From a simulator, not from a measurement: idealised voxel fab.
Name of the process module below: voxel capacitor over wiring
Cross-section cut: width 255 nm, square cells of 5 nm.
Square cells in a grid make up a cross-section in this document, and the grid is given as bands, listed from the top down, each one or more rows of cells. Heads up on the band format: heights come first, top then bottom, in nm. After that it's the materials left to right, each with its width in nm. A single material flagged "throughout" fills the whole band edge to edge, and "air" means there's empty space there. Heights are measured from 0, the level below which the as-received wafer is all one material; the lowest band has no bottom and continues downward, written as in "from 0 down". The two numbers in a width such as "30->40" mark its ends across the band: the first belongs to the top row of cells, the second to the bottom row, and from each row to the next the width moves by the same amount. It should be understood that the words "no alterations made", when stated for a given step, signify that the cross-section underwent no change in any of its cells during that step. Closed-off voids of 8+ cells (no open route to the top) go in "Closed empty spaces", written width x height at distance from the left edge, in nm. Past the settings on a step's line: simulator remark, on that step. overlay nm: for a step with a mask, the amount by which the mask lay right of where it was planned; a negative amount means left of it.
[So here's the lineup of process steps we planned]
- 1: RECEIVE: material Si
- 2: CONFORMAL_DEP: material SiO2, thk nm 10
- 3: CONFORMAL_DEP: material SiN, thk nm 5
- 4: DIRECTIONAL_DEP: material SiO2, thk nm 20
- 5: PATTERN: tone open, mask id METAL_1, material resist, width nm 20, pitch nm 80, thk nm 15, overlay nm 0
- 6: DIRECTIONAL_ETCH: etch materials SiO2, depth nm 20
- 7: DIRECTIONAL_ETCH: etch materials SiN, depth nm 5
- 8: STRIP: etch materials resist
- 9: CONFORMAL_DEP: material TiN, thk nm 5
- 10: FILL_DEP: material Ru, thk nm 5
- 11: CMP: height nm 35
- 12: EPI: material Ru, thk nm 5
- 13: FILL_DEP: material SiCN, thk nm 5
- 14: DIRECTIONAL_DEP: material lowk, thk nm 10
- 15: PATTERN: tone open, mask id PLUG_1, material resist, width nm 15, thk nm 15, overlay nm 0
- 16: DIRECTIONAL_ETCH: etch materials lowk, depth nm 10
- 17: DIRECTIONAL_ETCH: etch materials SiCN, depth nm 5
- 18: STRIP: etch materials resist
- 19: EPI: material Ru, thk nm 10
- 20: EPI: material Ru, thk nm 5
- 21: DIRECTIONAL_DEP: material TiN, thk nm 5
- 22: DIRECTIONAL_DEP: material SiN, thk nm 5
- 23: DIRECTIONAL_DEP: material TiN, thk nm 10
- 24: DIRECTIONAL_DEP: material aC, thk nm 10
- 25: PATTERN: tone cover, mask id UPPER_PLATE, material resist, width nm 55, thk nm 25, overlay nm 0
- 26: DIRECTIONAL_ETCH: etch materials aC, depth nm 10
- 27: STRIP: etch materials resist
- 28: DIRECTIONAL_ETCH: etch materials TiN, depth nm 10
- 29: DIRECTIONAL_ETCH: etch materials SiN, depth nm 5
- 30: STRIP: etch materials aC
- 31: PATTERN: tone cover, mask id LOWER_PLATE, material resist, width nm 65, thk nm 20, overlay nm 0
- 32: DIRECTIONAL_ETCH: etch materials TiN, depth nm 5
- 33: STRIP: etch materials resist
- 34: FILL_DEP: material SiO2, thk nm 15
- 35: CMP: height nm 85
- 36: DIRECTIONAL_DEP: material aC, thk nm 10
- 37: PATTERN: tone open, mask id PLUG_2, material resist, width nm 15, thk nm 30, overlay nm 0
- 38: DIRECTIONAL_ETCH: etch materials aC, depth nm 10
- 39: STRIP: etch materials resist
- 40: DIRECTIONAL_ETCH: etch materials SiO2, depth nm 10
- 41: STRIP: etch materials aC
- 42: CONFORMAL_DEP: material TiN, thk nm 5
- 43: FILL_DEP: material Ru, thk nm 5
- 44: CMP: height nm 85
- 45: CONFORMAL_DEP: material SiN, thk nm 5
Don't read the plan's width nm for step 5 as applying to every wafer: that's the first wafer's value, and the wafers differ in it, though they all start identical.
[Step 1 complete: as-received cross-section of the first of several wafers]
  from 0 down  Si throughout
  Closed empty spaces: none
[Note: the following table is arranged by wafer, a row apiece. Each row reports the end-of-module state: per material, cells gained (+) or cells lost (-) compared with the wafer as received; closed voids follow]
width nm 20, +38 Ru, +87 SiCN, +105 SiN, +528 SiO2, +64 TiN, +96 lowk, Closed empty spaces: none
width nm 25, +48 Ru, +85 SiCN, +103 SiN, +520 SiO2, +66 TiN, +96 lowk, Closed empty spaces: none
width nm 30, +58 Ru, +83 SiCN, +101 SiN, +512 SiO2, +68 TiN, +96 lowk, Closed empty spaces: none
width nm 35, +68 Ru, +81 SiCN, +99 SiN, +504 SiO2, +70 TiN, +96 lowk, Closed empty spaces: none
width nm 40, +78 Ru, +79 SiCN, +97 SiN, +496 SiO2, +72 TiN, +96 lowk, Closed empty spaces: none
width nm 45, +88 Ru, +77 SiCN, +95 SiN, +488 SiO2, +74 TiN, +96 lowk, Closed empty spaces: none
